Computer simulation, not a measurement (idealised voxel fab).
The process module that follows is named voxel transistor to metal.
We display cut, a cross-section 215 nm in width whose square cells are each 5 nm.
In this document a cross-section is written as a grid of square cells. It is given as a series of bands, listed from the top down, and a band is one or more rows of cells. Quick guide to a band line: top height, bottom height (nm) up front; then every material left to right with its width in nm. Only one material and it's marked "everywhere"? Then it fills the band edge to edge. And "blank" just means empty space. Height datum 0, below which the as-received substrate wafer is one material. Lowest band open at the bottom, running downward: "0 and below". Graded width ("30 to 40"): value in top row of band = first number; value in bottom row = second number; row-to-row change constant. Step note "same as before" = no cross-section cell changed. The list in "Enclosed internal voids" covers empty spaces of 8 cells or more that cannot reach the top through any open way, and it gives each as width x height at distance; the distance is from the left edge, and width, height and distance are in nm. Anything after a step's settings on that line? It's the simulator's own note about the step. "overlay nm" answers the question of how far to the right of plan the mask lay on a step that has a mask, and when it is negative the answer is to the left.

Listed below are the process steps as planned
1. RECEIVE | material Si
2. OXIDIZE | depth nm 5
3. CONFORMAL_DEP | material SiN | thk nm 15
4. MASKED_ETCH | tone cover | mask id ACTIVE | width nm 95 | etch materials SiN | depth nm 15 | overlay nm 0
5. MASKED_ETCH | tone cover | mask id ACTIVE | width nm 95 | etch materials SiO2 | depth nm 5 | overlay nm 0
6. MASKED_ETCH | tone cover | mask id ACTIVE | width nm 95 | etch materials Si | depth nm 35 | overlay nm 0
7. OXIDIZE | depth nm 5
8. FILL_DEP | material SiO2 | thk nm 10
9. CMP | height nm 15
10. SELECTIVE_ETCH | etch materials SiO2 | depth nm 5
11. STRIP | etch materials SiN
12. SELECTIVE_ETCH | etch materials SiO2 | depth nm 5
13. OXIDIZE | depth nm 5
14. DIRECTIONAL_DEP | material polySi | thk nm 30
15. DIRECTIONAL_DEP | material SiCN | thk nm 15
16. MASKED_ETCH | tone cover | mask id GATE | width nm 15 | etch materials SiCN | depth nm 25 | overlay nm 0
17. MASKED_ETCH | tone cover | mask id GATE | width nm 15 | etch materials polySi | depth nm 40 | overlay nm 0
18. CONFORMAL_DEP | material SiO2 | thk nm 5
19. DIRECTIONAL_ETCH | etch materials SiO2 | depth nm 5
20. CONFORMAL_DEP | material SiN | thk nm 5
21. DIRECTIONAL_ETCH | etch materials SiN | depth nm 5
22. DIRECTIONAL_ETCH | etch materials SiO2 | depth nm 5
23. DIRECTIONAL_ETCH | etch materials Si | depth nm 15
24. EPI | material SiGe | thk nm 20
25. FILL_DEP | material SiO2 | thk nm 10
26. CMP | height nm 40
27. DIRECTIONAL_DEP | material SiO2 | thk nm 15
28. MASKED_ETCH | tone open | mask id CONTACT | width nm 25 | pitch nm 50 | etch materials SiO2 | depth nm 45 | overlay nm 0
29. CONFORMAL_DEP | material TiN | thk nm 5
30. FILL_DEP | material Ru | thk nm 10
31. CMP | height nm 55
32. CONFORMAL_DEP | material SiN | thk nm 5
33. DIRECTIONAL_DEP | material lowk | thk nm 15
34. PATTERN | tone open | mask id METAL_1 | material resist | width nm 15 | pitch nm 60 | thk nm 20 | overlay nm 0
35. DIRECTIONAL_ETCH | etch materials lowk | depth nm 15
36. DIRECTIONAL_ETCH | etch materials SiN | depth nm 5
37. STRIP | etch materials resist
38. CONFORMAL_DEP | material TiN | thk nm 5
39. FILL_DEP | material W | thk nm 5
40. CMP | height nm 75
41. EPI | material Ru | thk nm 5
42. FILL_DEP | material SiCN | thk nm 5

The cross-section here shows the wafer as received, i.e. in its state after step 1
	0 and below = Si everywhere
	Enclosed internal voids: none

This is how the wafer looks in cross-section once the module is done, given the starting state and plan above and one mistake in carrying the plan out
	85 down to 80 = SiCN everywhere
	80 down to 75 = SiCN=65  Ru=25  SiCN=35  Ru=25  SiCN=65
	75 down to 60 = lowk=70  TiN=5  W=5  TiN=5  lowk=45  TiN=5  W=5  TiN=5  lowk=70
	60 down to 55 = SiN=70  TiN=15  SiN=45  TiN=15  SiN=70
	55 down to 45 = SiO2=70  TiN=5  Ru=15  TiN=5  SiO2=25  TiN=5  Ru=15  TiN=5  SiO2=70
	45 down to 40 = SiO2=70  TiN=5  Ru=10  TiN=10  SiO2=25  TiN=10  Ru=10  TiN=5  SiO2=70
	40 down to 25 = SiO2=70  TiN=5  Ru=10  TiN=5  SiN=5  SiO2=5  SiCN=15  SiO2=5  SiN=5  TiN=5  Ru=10  TiN=5  SiO2=70
	25 down to 15 = SiO2=70  TiN=5  Ru=10  TiN=5  SiN=5  SiO2=5  polySi=15  SiO2=5  SiN=5  TiN=5  Ru=10  TiN=5  SiO2=70
	15 down to 10 = SiO2=70  TiN=20  SiN=5  SiO2=5  polySi=15  SiO2=5  SiN=5  TiN=20  SiO2=70
	10 down to 5 = SiO2=65  SiGe=25  SiN=5  SiO2=5  polySi=15  SiO2=5  SiN=5  SiGe=20  SiO2=70
	5 down to -5 = SiO2=65  SiN=5  SiGe=20  SiN=5  SiO2=5  polySi=15  SiO2=5  SiN=5  SiGe=20  SiO2=5  SiN=5  SiO2=60
	-5 down to -10 = SiO2=70  SiGe=20  SiO2=35  SiGe=25  SiO2=65
	-10 down to -25 = SiO2=65  Si=5  SiGe=20  Si=35  SiGe=25  SiO2=65
	-25 down to -45 = SiO2=65  Si=85  SiO2=65
	-45 and below = Si everywhere
	Enclosed internal voids: none
Against the plan, the run slipped here: in deviation from the planned setting, step 4 was conducted as MASKED_ETCH | tone cover | mask id ACTIVE | width nm 90 | etch materials SiN | depth nm 15 | overlay nm 0
